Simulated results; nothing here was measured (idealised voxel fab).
Module name: voxel released beams (process module)
It is cross-section cut that appears here, measuring 185 nm in width, its square cells being 5 nm in size.
Format of a cross-section: grid, square cells. Given as bands. Order: top down. Band: one or more rows of cells. For a band, the entry starts with two heights in nm, that of the top and then that of the bottom, and carries on with the band's materials in order from left to right, each alongside its width in nm; the word "all across" beside a single material means it fills the band edge to edge, and "air" means empty space. Convention: height 0 is the level below which the wafer, as received, is all one material. The lowest band does not terminate at the bottom but continues downward, represented as "top 0, no bottom". With a width like "30 to 40", each row of cells in the band differs from the next by the same amount, the top row carrying the first number and the bottom row the second. Where the words "no change occurred" appear for a step, the cross-section shows no cell changed by that step; every cell remained as before. The entry "Closed-off voids" lists the empty spaces that cover at least 8 cells and have no open path to the top. Each is written as width x height at distance, where the distance is measured from the left edge and all three values are in nm. If you see something after the settings on a step's line, that's the simulator's own remark about that step. Steps that use a mask can have "overlay nm" on their line. It says how far the mask sat to the right of where it was meant to be. Negative means to the left.
Planned step list for the process:
1. RECEIVE [material Si]
2. CONFORMAL_DEP [material SiN] [thk nm 5]
3. DIRECTIONAL_DEP [material SiO2] [thk nm 10]
4. MASKED_ETCH [tone open] [mask id ANCHOR] [width nm 45] [etch materials SiO2] [depth nm 10] [overlay nm 0]
5. CONFORMAL_DEP [material TiN] [thk nm 15]
6. DIRECTIONAL_DEP [material aC] [thk nm 15]
7. PATTERN [tone cover] [mask id BEAM] [material resist] [width nm 120] [thk nm 30] [overlay nm 0]
8. DIRECTIONAL_ETCH [etch materials aC] [depth nm 15]
9. STRIP [etch materials resist]
10. DIRECTIONAL_ETCH [etch materials TiN] [depth nm 15]
11. STRIP [etch materials aC]
12. STRIP [etch materials SiO2]
On the first of the two wafers: run conducted according to plan:
As received (post step 1): cross-section:
- top 0, no bottom | Si all across
- Closed-off voids: none
Cross-sectional representation of the wafer at the conclusion of step 2:
- top 5, bottom 0 | SiN all across
- Note: structure below 0 unchanged.
Cross-sectional representation of the wafer at the conclusion of step 3:
- top 15, bottom 5 | SiO2 all across
- Note: structure below 5 unchanged.
Cross-sectional representation of the wafer at the conclusion of step 4:
- top 15, bottom 5 | SiO2 35 nm, air 45 nm, SiO2 105 nm
- Note: structure below 5 unchanged.
Cross-sectional representation of the wafer at the conclusion of step 5:
- top 30, bottom 20 | TiN 50 nm, air 15 nm, TiN 120 nm
- top 20, bottom 15 | TiN all across
- top 15, bottom 5 | SiO2 35 nm, TiN 45 nm, SiO2 105 nm
- Note: structure below 5 unchanged.
Cross-sectional representation of the wafer at the conclusion of step 6:
- top 45, bottom 35 | aC 50 nm, air 15 nm, aC 120 nm
- top 35, bottom 30 | aC all across
- top 30, bottom 20 | TiN 50 nm, aC 15 nm, TiN 120 nm
- Note: structure below 20 unchanged.
Cross-sectional representation of the wafer at the conclusion of step 7:
- top 75, bottom 45 | air 30 nm, resist 120 nm, air 35 nm
- top 45, bottom 35 | aC 50 nm, resist 15 nm, aC 120 nm
- Note: structure below 35 unchanged.
Cross-sectional representation of the wafer at the conclusion of step 8:
- top 60, bottom 45 | air 30 nm, resist 120 nm, air 35 nm
- top 45, bottom 35 | air 30 nm, aC 20 nm, resist 15 nm, aC 85 nm, air 35 nm
- top 35, bottom 30 | air 30 nm, aC 120 nm, air 35 nm
- Note: structure below 30 unchanged.
Cross-sectional representation of the wafer at the conclusion of step 9:
- top 45, bottom 35 | air 30 nm, aC 20 nm, air 15 nm, aC 85 nm, air 35 nm
- Note: structure below 35 unchanged.
Cross-sectional representation of the wafer at the conclusion of step 10:
- top 45, bottom 35 | air 30 nm, aC 20 nm, air 15 nm, aC 85 nm, air 35 nm
- top 35, bottom 30 | air 30 nm, aC 120 nm, air 35 nm
- top 30, bottom 20 | air 30 nm, TiN 20 nm, aC 15 nm, TiN 85 nm, air 35 nm
- top 20, bottom 15 | air 30 nm, TiN 120 nm, air 35 nm
- Note: structure below 15 unchanged.
Cross-sectional representation of the wafer at the conclusion of step 11:
- top 30, bottom 20 | air 30 nm, TiN 20 nm, air 15 nm, TiN 85 nm, air 35 nm
- Note: structure below 20 unchanged.
Cross-sectional representation of the wafer at the conclusion of step 12:
- top 30, bottom 20 | air 30 nm, TiN 20 nm, air 15 nm, TiN 85 nm, air 35 nm
- top 20, bottom 15 | air 30 nm, TiN 120 nm, air 35 nm
- top 15, bottom 5 | air 35 nm, TiN 45 nm, air 105 nm
- Note: structure below 5 unchanged.
The second wafer began exactly as the first did and followed the same plan, but one mistake was made while running it; through step 2 inclusive, the two wafers are identical:
Second wafer cross-section, taken as of the time the plan sets for step 3 to be done: no change occurred
Second wafer cross-section, taken as of the time the plan sets for step 4 to be done: no change occurred
Second wafer cross-section, taken as of the time the plan sets for step 5 to be done:
- top 20, bottom 5 | TiN all across
- Note: structure below 5 unchanged.
Second wafer cross-section, taken as of the time the plan sets for step 6 to be done:
- top 35, bottom 20 | aC all across
- Note: structure below 20 unchanged.
Second wafer cross-section, taken as of the time the plan sets for step 7 to be done:
- top 65, bottom 35 | air 30 nm, resist 120 nm, air 35 nm
- Note: structure below 35 unchanged.
Second wafer cross-section, taken as of the time the plan sets for step 8 to be done:
- top 50, bottom 35 | air 30 nm, resist 120 nm, air 35 nm
- top 35, bottom 20 | air 30 nm, aC 120 nm, air 35 nm
- Note: structure below 20 unchanged.
Second wafer cross-section, taken as of the time the plan sets for step 9 to be done:
- top 35, bottom 20 | air 30 nm, aC 120 nm, air 35 nm
- Note: structure below 20 unchanged.
Second wafer cross-section, taken as of the time the plan sets for step 10 to be done:
- top 35, bottom 20 | air 30 nm, aC 120 nm, air 35 nm
- top 20, bottom 5 | air 30 nm, TiN 120 nm, air 35 nm
- Note: structure below 5 unchanged.
Second wafer cross-section, taken as of the time the plan sets for step 11 to be done:
- top 20, bottom 5 | air 30 nm, TiN 120 nm, air 35 nm
- Note: structure below 5 unchanged.
Second wafer cross-section, taken as of the time the plan sets for step 12 to be done: no change occurred
Processing error: no execution of plan step 3; skipped
Materials where the second wafer ends with more or fewer cells than the first: TiN -12
